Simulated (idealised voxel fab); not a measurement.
process module | voxel quadruple lines
cross-section cut | 220 nm wide | cells 5 nm
A cross-section is a grid of square cells, given in bands from the top down. A band is one or more rows of cells.
Each band's line starts with the height of the band's top and of its bottom, in nm. Then come its materials from left to right, each with its width in nm. One material with "throughout" fills the band from edge to edge. "air" is empty space.
Height 0 is the level under which the wafer as received is all one material. The lowest band goes on downwards, as in "0 down".
A width such as "30 to 40" changes by the same amount from each row of cells to the next, from the band's top row to its bottom row.
"no change" after a step means that no cell of the cross-section changed.
closed voids: empty space of 8 cells or more with no open way to the top, each as width x height at its distance from the left edge, in nm
after a step's settings: what the simulator itself notes on the step
overlay nm, on a step with a mask: how far to the right of its planned place the mask lay; to the left if negative
Each pair below shows a cross-section before one step and the cross-section after it, down to the lowest band that changed. The line under each pair gives the step between them, with its settings. The pairs can come from different runs of this module on the same starting wafer, so a pair continues from the pair above only where its "before" says so.
before
  40 to 20: air 90 | SiCN 5 | air 25 | SiCN 5 | air 95
  20 to 5: W throughout
  5 to 0: SiO2 throughout
  0 down: Si throughout
  closed voids: none
after
  40 to 20: air 90 | SiCN 5 | air 25 | SiCN 5 | air 95
  20 to 5: air 90 | W 5 | air 25 | W 5 | air 95
  below 5: unchanged
  closed voids: none
the step between: op DIRECTIONAL_ETCH | etch materials W | depth nm 15
before: the cross-section after the pair above
after
  20 to 5: air 90 | W 5 | air 25 | W 5 | air 95
  below 5: unchanged
  closed voids: none
the step between: op STRIP | etch materials SiCN
before: the cross-section after the pair above
after
  30 to 20: lowk throughout
  20 to 5: lowk 90 | W 5 | lowk 25 | W 5 | lowk 95
  below 5: unchanged
  closed voids: none
the step between: op FILL_DEP | material lowk | thk nm 10
before: the cross-section after the pair above
after
  20 to 5: lowk 90 | W 5 | lowk 25 | W 5 | lowk 95
  below 5: unchanged
  closed voids: none
the step between: op CMP | height nm 20
